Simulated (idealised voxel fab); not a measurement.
process module | voxel transistor to metal
cross-section cut | 205 nm wide | cells 5 nm
A cross-section is a grid of square cells, given in bands from the top down. A band is one or more rows of cells.
Each band's line starts with the height of the band's top and of its bottom, in nm. Then come its materials from left to right, each with its width in nm. One material with "throughout" fills the band from edge to edge. "air" is empty space.
Height 0 is the level under which the wafer as received is all one material. The lowest band goes on downwards, as in "0 down".
A width such as "30 to 40" changes by the same amount from each row of cells to the next, from the band's top row to its bottom row.
"no change" after a step means that no cell of the cross-section changed.
closed voids: empty space of 8 cells or more with no open way to the top, each as width x height at its distance from the left edge, in nm
after a step's settings: what the simulator itself notes on the step
overlay nm, on a step with a mask: how far to the right of its planned place the mask lay; to the left if negative
plan
1 op RECEIVE | material Si
2 op CONFORMAL_DEP | material SiO2 | thk nm 5
3 op CONFORMAL_DEP | material SiN | thk nm 5
4 op MASKED_ETCH | tone cover | mask id ACTIVE | width nm 115 | etch materials SiN | depth nm 15 | overlay nm 0
5 op MASKED_ETCH | tone cover | mask id ACTIVE | width nm 115 | etch materials SiO2 | depth nm 5 | overlay nm 0
6 op MASKED_ETCH | tone cover | mask id ACTIVE | width nm 115 | etch materials Si | depth nm 30 | overlay nm 0
7 op OXIDIZE | depth nm 5
8 op FILL_DEP | material SiO2 | thk nm 15
9 op CMP | height nm 20
10 op SELECTIVE_ETCH | etch materials SiO2 | depth nm 5
11 op STRIP | etch materials SiN
12 op SELECTIVE_ETCH | etch materials SiO2 | depth nm 5
13 op OXIDIZE | depth nm 5
14 op DIRECTIONAL_DEP | material polySi | thk nm 30
15 op DIRECTIONAL_DEP | material SiCN | thk nm 10
16 op MASKED_ETCH | tone cover | mask id GATE | width nm 25 | etch materials SiCN | depth nm 20 | overlay nm 0
17 op MASKED_ETCH | tone cover | mask id GATE | width nm 25 | etch materials polySi | depth nm 40 | overlay nm 0
18 op CONFORMAL_DEP | material SiN | thk nm 10
19 op DIRECTIONAL_ETCH | etch materials SiN | depth nm 10
20 op DIRECTIONAL_ETCH | etch materials SiO2 | depth nm 5
21 op DIRECTIONAL_ETCH | etch materials Si | depth nm 5
22 op EPI | material SiGe | thk nm 5
23 op FILL_DEP | material SiO2 | thk nm 5
24 op CMP | height nm 40
25 op DIRECTIONAL_DEP | material SiO2 | thk nm 15
26 op DIRECTIONAL_DEP | material aC | thk nm 10
27 op PATTERN | tone open | mask id CONTACT | material resist | width nm 20 | pitch nm 85 | thk nm 30 | overlay nm 0
28 op DIRECTIONAL_ETCH | etch materials aC | depth nm 10
29 op STRIP | etch materials resist
30 op DIRECTIONAL_ETCH | etch materials SiO2 | depth nm 60
31 op STRIP | etch materials aC
32 op CONFORMAL_DEP | material TiN | thk nm 5
33 op FILL_DEP | material W | thk nm 5
34 op CMP | height nm 55
35 op DIRECTIONAL_DEP | material TiN | thk nm 5
36 op DIRECTIONAL_DEP | material W | thk nm 25
37 op MASKED_ETCH | tone cover | mask id METAL_1 | width nm 20 | pitch nm 85 | etch materials W | depth nm 25 | overlay nm 0
38 op MASKED_ETCH | tone cover | mask id METAL_1 | width nm 20 | pitch nm 85 | etch materials TiN | depth nm 5 | overlay nm 0
39 op FILL_DEP | material lowk | thk nm 10
40 op CMP | height nm 85
41 op CONFORMAL_DEP | material SiCN | thk nm 5
42 op DIRECTIONAL_DEP | material SiO2 | thk nm 25
43 op DIRECTIONAL_DEP | material aC | thk nm 15
44 op PATTERN | tone open | mask id METAL_2 | material resist | width nm 20 | pitch nm 85 | thk nm 30 | overlay nm 0
45 op DIRECTIONAL_ETCH | etch materials aC | depth nm 15
46 op STRIP | etch materials resist
47 op DIRECTIONAL_ETCH | etch materials SiO2 | depth nm 15
48 op STRIP | etch materials aC
49 op DIRECTIONAL_DEP | material aC | thk nm 15
50 op PATTERN | tone open | mask id METAL_2_HOLES | material resist | width nm 15 | pitch nm 85 | thk nm 30 | overlay nm 0
51 op DIRECTIONAL_ETCH | etch materials aC | depth nm 15
52 op STRIP | etch materials resist
53 op DIRECTIONAL_ETCH | etch materials SiO2 | depth nm 10
54 op DIRECTIONAL_ETCH | etch materials SiCN | depth nm 5
55 op STRIP | etch materials aC
56 op CONFORMAL_DEP | material TiN | thk nm 5
57 op FILL_DEP | material Ru | thk nm 10
58 op CMP | height nm 115
59 op CONFORMAL_DEP | material SiCN | thk nm 5
varied across the wafers: thk nm of step 3. The plan shows the first wafer's value. All wafers start alike
first wafer as received, after step 1
  0 down: Si throughout
  closed voids: none
first wafer at the end, after step 59
  120 to 115: SiCN throughout
  115 to 105: SiO2 50 | TiN 5 | Ru 10 | TiN 5 | SiO2 65 | TiN 5 | Ru 10 | TiN 5 | SiO2 50
  105 to 100: SiO2 50 | TiN 5 | Ru 5 | TiN 10 | SiO2 65 | TiN 5 | Ru 5 | TiN 10 | SiO2 50
  100 to 90: SiO2 50 | TiN 5 | Ru 5 | TiN 5 | SiO2 70 | TiN 5 | Ru 5 | TiN 5 | SiO2 55
  90 to 85: SiCN 50 | TiN 15 | SiCN 70 | TiN 15 | SiCN 55
  85 to 60: lowk 50 | W 20 | lowk 65 | W 20 | lowk 50
  60 to 55: lowk 50 | TiN 20 | lowk 65 | TiN 20 | lowk 50
  55 to 40: SiO2 50 | TiN 5 | W 10 | TiN 5 | SiO2 65 | TiN 5 | W 10 | TiN 5 | SiO2 50
  40 to 15: SiO2 50 | TiN 5 | W 10 | TiN 5 | SiO2 10 | SiN 10 | polySi 25 | SiN 10 | SiO2 10 | TiN 5 | W 10 | TiN 5 | SiO2 50
  15 to 10: SiO2 50 | TiN 20 | SiO2 10 | SiN 10 | polySi 25 | SiN 10 | SiO2 10 | TiN 20 | SiO2 50
  10 to 5: SiO2 45 | SiN 115 | SiO2 45
  5 to 0: SiO2 throughout
  0 to -35: SiO2 50 | Si 105 | SiO2 50
  -35 down: Si throughout
  closed voids: none
last wafer at the end
  120 to 115: SiCN throughout
  115 to 105: SiO2 50 | TiN 5 | Ru 10 | TiN 5 | SiO2 65 | TiN 5 | Ru 10 | TiN 5 | SiO2 50
  105 to 100: SiO2 50 | TiN 5 | Ru 5 | TiN 10 | SiO2 65 | TiN 5 | Ru 5 | TiN 10 | SiO2 50
  100 to 90: SiO2 50 | TiN 5 | Ru 5 | TiN 5 | SiO2 70 | TiN 5 | Ru 5 | TiN 5 | SiO2 55
  90 to 85: SiCN 50 | TiN 15 | SiCN 70 | TiN 15 | SiCN 55
  85 to 60: lowk 50 | W 20 | lowk 65 | W 20 | lowk 50
  60 to 55: lowk 50 | TiN 20 | lowk 65 | TiN 20 | lowk 50
  55 to 40: SiO2 50 | TiN 5 | W 10 | TiN 5 | SiO2 65 | TiN 5 | W 10 | TiN 5 | SiO2 50
  40 to 30: SiO2 50 | TiN 5 | W 10 | TiN 5 | SiO2 10 | SiN 10 | SiCN 25 | SiN 10 | SiO2 10 | TiN 5 | W 10 | TiN 5 | SiO2 50
  30 to 0: SiO2 50 | TiN 5 | W 10 | TiN 5 | SiO2 10 | SiN 10 | polySi 25 | SiN 10 | SiO2 10 | TiN 5 | W 10 | TiN 5 | SiO2 50
  0 to -5: SiO2 50 | TiN 20 | SiO2 5 | SiGe 5 | SiO2 45 | SiGe 5 | SiO2 5 | TiN 20 | SiO2 50
  -5 to -10: SiGe 80 | Si 45 | SiGe 80
  -10 down: Si throughout
  closed voids: none
each wafer at the end: cells of each material gained (+) or lost (-) since it was received, then its closed voids
thk nm 5 | +14 Ru | -140 Si | +76 SiCN | +47 SiN | +611 SiO2 | +76 TiN | +72 W | +198 lowk | +30 polySi | closed voids: none
thk nm 10 | +14 Ru | -173 Si | +86 SiCN | +14 SiGe | +40 SiN | +603 SiO2 | +88 TiN | +84 W | +198 lowk | +30 polySi | closed voids: none
thk nm 15 | +14 Ru | -173 Si | +86 SiCN | +14 SiGe | +40 SiN | +603 SiO2 | +88 TiN | +84 W | +198 lowk | +30 polySi | closed voids: none
thk nm 20 | +14 Ru | -73 Si | +86 SiCN | +34 SiGe | +32 SiN | +491 SiO2 | +88 TiN | +84 W | +198 lowk | +30 polySi | closed voids: none
thk nm 25 | +14 Ru | -73 Si | +86 SiCN | +34 SiGe | +32 SiN | +491 SiO2 | +88 TiN | +84 W | +198 lowk | +30 polySi | closed voids: none
thk nm 30 | +14 Ru | -73 Si | +86 SiCN | +34 SiGe | +32 SiN | +491 SiO2 | +88 TiN | +84 W | +198 lowk | +30 polySi | closed voids: none
